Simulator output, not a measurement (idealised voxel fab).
The process module that follows is named voxel transistor to metal.
For reference, the cross-section in this document is cut, with width 210 nm and square cells of 5 nm.
Format of a cross-section: grid, square cells. Given as bands. Order: top down. Band: one or more rows of cells. What a band's entry tells you: where the top is and where the bottom is, as heights in nm, and after that what lies inside, material by material from left to right, each with its width in nm. Empty space is written as the word "blank", and a single material marked with the word "everywhere" occupies the band from edge to edge. For the purposes of this specification, 0 denotes the height below which the wafer in its as-received condition is composed wholly of one material, and the lowermost band, lacking a lower limit, extends downward without end, as expressed in "0 nm and below". The notation "30 to 40" denotes a width that varies across the rows of cells in the band, beginning at the first number in the top row, finishing at the second number in the bottom row, and changing by an identical amount from each row to the next. "nothing was modified" after a step means that no cell of the cross-section changed. Under "Closed void catalog" you'll find the enclosed gaps, the ones with no way out to the top, that are 8 cells or bigger; each reads width x height at distance, with distance counted from the left edge, everything in nm. Whatever follows a step's settings on its line is a remark the simulator itself makes about that step. Steps that use a mask can have "overlay nm" on their line. It says how far the mask sat to the right of where it was meant to be. Negative means to the left.

PLANNED STEP LIST FOR THE PROCESS
1: RECEIVE (material Si)
2: OXIDIZE (depth nm 5)
3: CONFORMAL_DEP (material SiN; thk nm 15)
4: MASKED_ETCH (tone cover; mask id ACTIVE; width nm 115; etch materials SiN; depth nm 15; overlay nm 0)
5: MASKED_ETCH (tone cover; mask id ACTIVE; width nm 115; etch materials SiO2; depth nm 5; overlay nm 0)
6: MASKED_ETCH (tone cover; mask id ACTIVE; width nm 115; etch materials Si; depth nm 25; overlay nm 0)
7: OXIDIZE (depth nm 5)
8: FILL_DEP (material SiO2; thk nm 15)
9: CMP (height nm 15)
10: SELECTIVE_ETCH (etch materials SiO2; depth nm 10)
11: STRIP (etch materials SiN)
12: SELECTIVE_ETCH (etch materials SiO2; depth nm 5)
13: OXIDIZE (depth nm 5)
14: DIRECTIONAL_DEP (material polySi; thk nm 25)
15: DIRECTIONAL_DEP (material SiCN; thk nm 10)
16: DIRECTIONAL_DEP (material aC; thk nm 10)
17: PATTERN (tone cover; mask id GATE; material resist; width nm 15; thk nm 25; overlay nm 0)
18: DIRECTIONAL_ETCH (etch materials aC; depth nm 10)
19: STRIP (etch materials resist)
20: DIRECTIONAL_ETCH (etch materials SiCN; depth nm 20)
21: DIRECTIONAL_ETCH (etch materials polySi; depth nm 35)
22: STRIP (etch materials aC)
23: CONFORMAL_DEP (material SiN; thk nm 10)
24: DIRECTIONAL_ETCH (etch materials SiN; depth nm 10)
25: DIRECTIONAL_ETCH (etch materials SiO2; depth nm 5)
26: DIRECTIONAL_ETCH (etch materials Si; depth nm 10)
27: EPI (material nSi; thk nm 15)
28: FILL_DEP (material SiO2; thk nm 5)
29: CMP (height nm 30)
30: DIRECTIONAL_DEP (material SiO2; thk nm 15)
31: DIRECTIONAL_DEP (material aC; thk nm 10)
32: PATTERN (tone open; mask id CONTACT; material resist; width nm 20; pitch nm 75; thk nm 30; overlay nm 0)
33: DIRECTIONAL_ETCH (etch materials aC; depth nm 10)
34: STRIP (etch materials resist)
35: DIRECTIONAL_ETCH (etch materials SiO2; depth nm 50)
36: STRIP (etch materials aC)
37: CONFORMAL_DEP (material TiN; thk nm 5)
38: FILL_DEP (material W; thk nm 5)
39: CMP (height nm 45)
40: CONFORMAL_DEP (material SiCN; thk nm 5)
41: DIRECTIONAL_DEP (material lowk; thk nm 25)
42: PATTERN (tone open; mask id METAL_1; material resist; width nm 20; pitch nm 75; thk nm 15; overlay nm 0)
43: DIRECTIONAL_ETCH (etch materials lowk; depth nm 25)
44: DIRECTIONAL_ETCH (etch materials SiCN; depth nm 5)
45: STRIP (etch materials resist)
46: CONFORMAL_DEP (material TiN; thk nm 5)
47: FILL_DEP (material Ru; thk nm 10)
48: CMP (height nm 75)
49: CONFORMAL_DEP (material SiN; thk nm 5)

SHOWN IN CROSS-SECTION IS THE WAFER AS RECEIVED, THAT IS, AS IT STANDS AFTER STEP 1
- 0 nm and below | Si everywhere
- Closed void catalog: none

RUN AS PLANNED - FIRST OF THE TWO WAFERS CROSS-SECTIONED AT THE END OF THE MODULE
- 80 nm to 75 nm | SiN everywhere
- 75 nm to 50 nm | lowk: 55, TiN: 5, Ru: 10, TiN: 5, lowk: 55, TiN: 5, Ru: 10, TiN: 5, lowk: 60
- 50 nm to 45 nm | SiCN: 55, TiN: 20, SiCN: 55, TiN: 20, SiCN: 60
- 45 nm to 30 nm | SiO2: 55, TiN: 5, W: 10, TiN: 5, SiO2: 55, TiN: 5, W: 10, TiN: 5, SiO2: 60
- 30 nm to 20 nm | SiO2: 55, TiN: 5, W: 10, TiN: 5, SiO2: 10, SiN: 10, SiCN: 15, SiN: 10, SiO2: 10, TiN: 5, W: 10, TiN: 5, SiO2: 60
- 20 nm to 10 nm | SiO2: 55, TiN: 5, W: 10, TiN: 5, SiO2: 10, SiN: 10, polySi: 15, SiN: 10, SiO2: 10, TiN: 5, W: 10, TiN: 5, SiO2: 60
- 10 nm to 5 nm | SiO2: 55, TiN: 5, W: 5, TiN: 10, SiO2: 10, SiN: 10, polySi: 15, SiN: 10, SiO2: 10, TiN: 10, W: 5, TiN: 5, SiO2: 60
- 5 nm to 0 nm | SiO2: 55, TiN: 5, W: 5, TiN: 5, nSi: 15, SiN: 10, polySi: 15, SiN: 10, nSi: 15, TiN: 5, W: 5, TiN: 5, SiO2: 60
- 0 nm to -5 nm | SiO2: 40, SiN: 10, SiO2: 5, TiN: 15, nSi: 15, SiN: 10, polySi: 15, SiN: 10, nSi: 15, TiN: 15, SiO2: 5, SiN: 10, SiO2: 45
- -5 nm to -10 nm | SiO2: 50, nSi: 35, SiO2: 35, nSi: 35, SiO2: 55
- -10 nm to -20 nm | SiO2: 50, nSi: 35, Si: 35, nSi: 35, SiO2: 55
- -20 nm to -35 nm | SiO2: 50, Si: 105, SiO2: 55
- -35 nm and below | Si everywhere
- Closed void catalog: none

WAFER TWO (OF TWO), END-OF-MODULE CROSS-SECTION: START = WAFER ONE, PLAN = WAFER ONE, ONE RUN MISTAKE
- 80 nm to 75 nm | SiN everywhere
- 75 nm to 50 nm | lowk: 55, TiN: 5, Ru: 10, TiN: 5, lowk: 55, TiN: 5, Ru: 10, TiN: 5, lowk: 60
- 50 nm to 45 nm | SiCN: 55, TiN: 20, SiCN: 55, TiN: 20, SiCN: 60
- 45 nm to 30 nm | SiO2: 55, TiN: 5, aC: 10, TiN: 5, SiO2: 55, TiN: 5, aC: 10, TiN: 5, SiO2: 60
- 30 nm to 20 nm | SiO2: 55, TiN: 5, aC: 10, TiN: 5, SiO2: 10, SiN: 10, SiCN: 15, SiN: 10, SiO2: 10, TiN: 5, aC: 10, TiN: 5, SiO2: 60
- 20 nm to 10 nm | SiO2: 55, TiN: 5, aC: 10, TiN: 5, SiO2: 10, SiN: 10, polySi: 15, SiN: 10, SiO2: 10, TiN: 5, aC: 10, TiN: 5, SiO2: 60
- 10 nm to 5 nm | SiO2: 55, TiN: 5, aC: 5, TiN: 10, SiO2: 10, SiN: 10, polySi: 15, SiN: 10, SiO2: 10, TiN: 10, aC: 5, TiN: 5, SiO2: 60
- 5 nm to 0 nm | SiO2: 55, TiN: 5, aC: 5, TiN: 5, nSi: 15, SiN: 10, polySi: 15, SiN: 10, nSi: 15, TiN: 5, aC: 5, TiN: 5, SiO2: 60
- 0 nm to -5 nm | SiO2: 40, SiN: 10, SiO2: 5, TiN: 15, nSi: 15, SiN: 10, polySi: 15, SiN: 10, nSi: 15, TiN: 15, SiO2: 5, SiN: 10, SiO2: 45
- -5 nm to -10 nm | SiO2: 50, nSi: 35, SiO2: 35, nSi: 35, SiO2: 55
- -10 nm to -20 nm | SiO2: 50, nSi: 35, Si: 35, nSi: 35, SiO2: 55
- -20 nm to -35 nm | SiO2: 50, Si: 105, SiO2: 55
- -35 nm and below | Si everywhere
- Closed void catalog: none
Error vs. plan: note that step 38 departed from the planned setting and was carried out as FILL_DEP (material aC; thk nm 5)
The final cell counts differ between the wafers, with the second having more or fewer of some materials than the first: W -32 | aC +32
